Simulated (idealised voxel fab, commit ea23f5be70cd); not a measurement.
You're looking at the process module voxel gate over fins.
The figure presents cross-section cut, which has a width of 255 nm and is divided into square cells with an edge length of 5 nm.
We lay out every cross-section as a grid of square cells and spell it out in bands from the top down, where one band means one or more rows of cells.
What a band's entry tells you: where the top is and where the bottom is, as heights in nm, and after that what lies inside, material by material from left to right, each with its width in nm. Empty space is written as the word "empty", and a single material marked with the word "full width" occupies the band from edge to edge.
All heights in this document are referenced to 0, defined as the level beneath which the wafer, as received, consists entirely of one material. The lowest band is not bounded below; it extends indefinitely downward and is written in the form "from 0 down".
With a width like "30 to 40", each row of cells in the band differs from the next by the same amount, the top row carrying the first number and the bottom row the second.
The designation "changes: none", where it is given for a processing step, indicates that no cell of the cross-section was altered in the course of that step.
Entry "Closed cavities" = empty spaces >= 8 cells with no open way to the top; each as width x height at distance, distance from left edge, all nm.
Heads up: the bit after the settings on a step's line is the simulator's remark on that step.
Steps that use a mask can have "overlay nm" on their line. It says how far the mask sat to the right of where it was meant to be. Negative means to the left.

Process steps foreseen in the plan
step 1: RECEIVE: material Si
step 2: CONFORMAL_DEP: material SiN, thk nm 10
step 3: MASKED_ETCH: tone cover, mask id FINS, width nm 15, pitch nm 45, etch materials SiN, depth nm 10, overlay nm 0
step 4: MASKED_ETCH: tone cover, mask id FINS, width nm 15, pitch nm 45, etch materials Si, depth nm 30, overlay nm 0
step 5: OXIDIZE: depth nm 5
step 6: FILL_DEP: material SiO2, thk nm 10
step 7: CMP: height nm 10
step 8: SELECTIVE_ETCH: etch materials SiO2, depth nm 25
step 9: STRIP: etch materials SiN
step 10: CONFORMAL_DEP: material HfO2, thk nm 5
step 11: CONFORMAL_DEP: material TiN, thk nm 5
step 12: FILL_DEP: material W, thk nm 15
step 13: CMP: height nm 20
step 14: CONFORMAL_DEP: material SiN, thk nm 10

Wafer as received: cross-section following step 1
    from 0 down = Si full width
    Closed cavities: none

Post-module cross-section of the first of two wafers (run per plan)
    from 30 to 20 = SiN full width
    from 20 to 10 = W full width
    from 10 to 5 = W: 90  TiN: 25  W: 20  TiN: 25  W: 95
    from 5 to 0 = W: 90  TiN: 5  HfO2: 15  TiN: 5  W: 20  TiN: 5  HfO2: 15  TiN: 5  W: 95
    from 0 to -5 = W: 90  TiN: 5  HfO2: 5  Si: 5  HfO2: 5  TiN: 5  W: 20  TiN: 5  HfO2: 5  Si: 5  HfO2: 5  TiN: 5  W: 95
    from -5 to -10 = TiN: 95  HfO2: 5  Si: 5  HfO2: 5  TiN: 30  HfO2: 5  Si: 5  HfO2: 5  TiN: 100
    from -10 to -15 = HfO2: 100  Si: 5  HfO2: 40  Si: 5  HfO2: 105
    from -15 to -35 = SiO2: 100  Si: 5  SiO2: 40  Si: 5  SiO2: 105
    from -35 down = Si full width
    Closed cavities: none

Cross-sectional view of the second of two wafers upon completion of the module. This wafer shared its starting condition and process plan with the first; one error was made during its execution
    from 30 to 20 = SiN full width
    from 20 to 10 = W full width
    from 10 to 5 = W: 85  TiN: 35  W: 10  TiN: 35  W: 90
    from 5 to 0 = W: 85  TiN: 5  HfO2: 25  TiN: 5  W: 10  TiN: 5  HfO2: 25  TiN: 5  W: 90
    from 0 to -5 = W: 85  TiN: 5  HfO2: 5  Si: 15  HfO2: 5  TiN: 5  W: 10  TiN: 5  HfO2: 5  Si: 15  HfO2: 5  TiN: 5  W: 90
    from -5 to -10 = TiN: 90  HfO2: 5  Si: 15  HfO2: 5  TiN: 20  HfO2: 5  Si: 15  HfO2: 5  TiN: 95
    from -10 to -15 = HfO2: 95  Si: 15  HfO2: 30  Si: 15  HfO2: 100
    from -15 to -35 = SiO2: 95  Si: 15  SiO2: 30  Si: 15  SiO2: 100
    from -35 down = Si full width
    Closed cavities: none
Want to know what went wrong? for step 3, the planned setting was not used; the step was instead run as MASKED_ETCH: tone cover, mask id FINS, width nm 25, pitch nm 45, etch materials SiN, depth nm 10, overlay nm 0
Heads up, by the end the second wafer has more or fewer cells of some materials compared to the first: 28 more of Si | 16 fewer of SiO2 | 12 fewer of W
